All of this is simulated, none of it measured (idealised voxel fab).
This section sets out a process module, namely voxel capacitor over wiring.
For reference, the cross-section in this document is cut, with width 290 nm and square cells of 5 nm.
Cross-section, as written here: a square-cell grid given band by band from the top down, where a band holds one or more rows of cells. Read a band's entry like this: the first values are the height of its top and the height of its bottom in nm, and what follows is the sequence of materials from left to right, each with its width in nm. Note that "empty" is empty space, and that a single material marked "throughout" reaches across the band from edge to edge. All heights in this document are referenced to 0, defined as the level beneath which the wafer, as received, consists entirely of one material. The lowest band is not bounded below; it extends indefinitely downward and is written in the form "0 and below". Graded width ("30->40"): value in top row of band = first number; value in bottom row = second number; row-to-row change constant. Reading "nothing changed" for a step: not a cell of the cross-section changed in it. "Enclosed cavity list" enumerates empty spaces isolated from the top, with no open way to it, that contain at least 8 cells, giving each as width x height at distance from the left edge, all three in nm. On each step's line, the part that comes after the settings is the simulator's own comment on the step. "overlay nm", when on a step's line for a step with a mask, measures how far to the right of its planned place the mask lay; a negative measure means to the left.

### Process steps - plan
step 1: RECEIVE [material Si]
step 2: CONFORMAL_DEP [material SiO2] [thk nm 10]
step 3: DIRECTIONAL_DEP [material TiN] [thk nm 5]
step 4: DIRECTIONAL_DEP [material W] [thk nm 25]
step 5: MASKED_ETCH [tone cover] [mask id METAL_1] [width nm 20] [pitch nm 90] [etch materials W] [depth nm 25] [overlay nm 0]
step 6: MASKED_ETCH [tone cover] [mask id METAL_1] [width nm 20] [pitch nm 90] [etch materials TiN] [depth nm 5] [overlay nm 0]
step 7: FILL_DEP [material SiO2] [thk nm 10]
step 8: CMP [height nm 40]
step 9: CONFORMAL_DEP [material SiCN] [thk nm 5]
step 10: DIRECTIONAL_DEP [material SiO2] [thk nm 20]
step 11: MASKED_ETCH [tone open] [mask id PLUG_1] [width nm 15] [etch materials SiO2] [depth nm 20] [overlay nm 0]
step 12: MASKED_ETCH [tone open] [mask id PLUG_1] [width nm 15] [etch materials SiCN] [depth nm 5] [overlay nm 0]
step 13: EPI [material Ru] [thk nm 10]
step 14: EPI [material Ru] [thk nm 10]
step 15: EPI [material Ru] [thk nm 5]
step 16: DIRECTIONAL_DEP [material TiN] [thk nm 10]
step 17: DIRECTIONAL_DEP [material HfO2] [thk nm 5]
step 18: DIRECTIONAL_DEP [material TiN] [thk nm 5]
step 19: MASKED_ETCH [tone cover] [mask id UPPER_PLATE] [width nm 75] [etch materials TiN] [depth nm 5] [overlay nm 0]
step 20: MASKED_ETCH [tone cover] [mask id UPPER_PLATE] [width nm 75] [etch materials HfO2] [depth nm 5] [overlay nm 0]
step 21: DIRECTIONAL_DEP [material aC] [thk nm 15]
step 22: PATTERN [tone cover] [mask id LOWER_PLATE] [material resist] [width nm 85] [thk nm 30] [overlay nm 0]
step 23: DIRECTIONAL_ETCH [etch materials aC] [depth nm 15]
step 24: STRIP [etch materials resist]
step 25: DIRECTIONAL_ETCH [etch materials TiN] [depth nm 10]
step 26: STRIP [etch materials aC]
step 27: FILL_DEP [material SiO2] [thk nm 15]
step 28: CMP [height nm 95]
step 29: DIRECTIONAL_DEP [material aC] [thk nm 15]
step 30: PATTERN [tone open] [mask id PLUG_2] [material resist] [width nm 15] [thk nm 30] [overlay nm 0]
step 31: DIRECTIONAL_ETCH [etch materials aC] [depth nm 15]
step 32: STRIP [etch materials resist]
step 33: DIRECTIONAL_ETCH [etch materials SiO2] [depth nm 10]
step 34: STRIP [etch materials aC]
step 35: CONFORMAL_DEP [material TiN] [thk nm 5]
step 36: FILL_DEP [material W] [thk nm 5]
step 37: CMP [height nm 95]
step 38: CONFORMAL_DEP [material SiCN] [thk nm 5]

### Cross-section, incoming material, after step 1
  0 and below: Si throughout
  Enclosed cavity list: none

### Cross-sectional view of the first of the two wafers upon completion of the module, processed in accordance with the plan
  100 down to 95: SiCN throughout
  95 down to 90: SiO2 105 / TiN 5 / W 5 / TiN 5 / SiO2 170
  90 down to 80: SiO2 105->95 / TiN 15->75 / SiO2 170->120
  80 down to 75: SiO2 95 / HfO2 75 / SiO2 120
  75 down to 65: SiO2 90 / TiN 85 / SiO2 115
  65 down to 45: SiO2 95 / Ru 15 / SiO2 180
  45 down to 40: SiCN 95 / Ru 15 / SiCN 180
  40 down to 15: SiO2 90 / W 20 / SiO2 70 / W 20 / SiO2 90
  15 down to 10: SiO2 90 / TiN 20 / SiO2 70 / TiN 20 / SiO2 90
  10 down to 0: SiO2 throughout
  0 and below: Si throughout
  Enclosed cavity list: none

### Cross-sectional image of the second wafer of the two following completion of the module. Starting state and process plan were the same as for the first wafer; one execution error occurred
  100 down to 95: SiCN throughout
  95 down to 90: SiO2 105 / TiN 5 / W 5 / TiN 5 / SiO2 170
  90 down to 85: SiO2 105 / TiN 15 / SiO2 170
  85 down to 80: SiO2 95 / HfO2 75 / SiO2 120
  80 down to 70: SiO2 90 / TiN 85 / SiO2 115
  70 down to 65: TiN throughout
  65 down to 45: SiO2 95 / Ru 15 / SiO2 180
  45 down to 40: SiCN 95 / Ru 15 / SiCN 180
  40 down to 15: SiO2 90 / W 20 / SiO2 70 / W 20 / SiO2 90
  15 down to 10: SiO2 90 / TiN 20 / SiO2 70 / TiN 20 / SiO2 90
  10 down to 0: SiO2 throughout
  0 and below: Si throughout
  Enclosed cavity list: none
Finding, execution versus plan: note: step 17 <-> step 18, run order reversed vs plan
Final comparison by cell count, materials where the second wafer has more or fewer than the first: SiO2 -43; TiN +43
